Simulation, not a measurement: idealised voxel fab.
Title: Process Module voxel released beams
Square cell edge 5 nm, section width 160 nm, ID cut.
Think of the cross-section as a grid of square cells. We describe it in bands, top to bottom, and each band covers one or more rows of those cells. Heads up on the band format: heights come first, top then bottom, in nm. After that it's the materials left to right, each with its width in nm. A single material flagged "throughout" fills the whole band edge to edge, and "air" means there's empty space there. Heights are reckoned from 0. Under this level, the received wafer is all of one material. The bottommost band is open-ended downward, for example "0..down". A width given as "30 to 40" starts at the first number in the band's top row and ends at the second number in its bottom row, shifting by an equal amount at every step from row to row. Take "no alterations made" at face value: in the step it is given for, the cross-section changed in none of its cells. Reported under the label "Non-vented voids" are the empty spaces having no open way to the top and comprising 8 cells or more; the notation for each is width x height at distance, in which the distance is measured from the left edge and all three values are in nm. That trailing text on a step's line, after the settings, is the simulator's own remark on the step. "overlay nm", when on a step's line for a step with a mask, measures how far to the right of its planned place the mask lay; a negative measure means to the left.

PROCESS STEPS - PLAN
1) RECEIVE (material Si)
2) CONFORMAL_DEP (material Al2O3; thk nm 10)
3) DIRECTIONAL_DEP (material SiO2; thk nm 10)
4) PATTERN (tone open; mask id ANCHOR; material resist; width nm 20; thk nm 15; overlay nm 0)
5) DIRECTIONAL_ETCH (etch materials SiO2; depth nm 10)
6) STRIP (etch materials resist)
7) CONFORMAL_DEP (material SiN; thk nm 10)
8) DIRECTIONAL_DEP (material aC; thk nm 15)
9) PATTERN (tone cover; mask id BEAM; material resist; width nm 95; thk nm 30; overlay nm 0)
10) DIRECTIONAL_ETCH (etch materials aC; depth nm 15)
11) STRIP (etch materials resist)
12) DIRECTIONAL_ETCH (etch materials SiN; depth nm 10)
13) STRIP (etch materials aC)
14) STRIP (etch materials SiO2)
For clarity, it should be stated that the wafers under discussion commence in an identical condition and differ with respect to the width nm of step 4, the plan indicating the value that the first wafer had.

AS-RECEIVED CROSS-SECTION, FIRST OF SEVERAL WAFERS, POST STEP 1
> 0..down  Si throughout
> Non-vented voids: none

FIRST WAFER AT THE END, AFTER STEP 14
> 30..20  30 air / 95 SiN / 35 air
> 20..10  40 air / 20 SiN / 100 air
> 10..0  Al2O3 throughout
> 0..down  Si throughout
> Non-vented voids: none

CROSS-SECTION OF THE LAST WAFER AT END OF MODULE
> 30..20  30 air / 10 SiN / 25 air / 60 SiN / 35 air
> 20..10  30 air / 45 SiN / 85 air
> 10..0  Al2O3 throughout
> 0..down  Si throughout
> Non-vented voids: none

BASICALLY EACH WAFER GETS A LINE IN THE TABLE, SHOWING IT AT THE END OF THE MODULE: MATERIAL BY MATERIAL, THE CELLS IT GAINED (+) OR LOST (-) SINCE WE GOT IT, THEN ITS CLOSED VOIDS
width nm 20; +64 Al2O3; +46 SiN; Non-vented voids: none
width nm 25; +64 Al2O3; +46 SiN; Non-vented voids: none
width nm 30; +64 Al2O3; +46 SiN; Non-vented voids: none
width nm 35; +64 Al2O3; +46 SiN; Non-vented voids: none
width nm 40; +64 Al2O3; +46 SiN; Non-vented voids: none
width nm 45; +64 Al2O3; +46 SiN; Non-vented voids: none
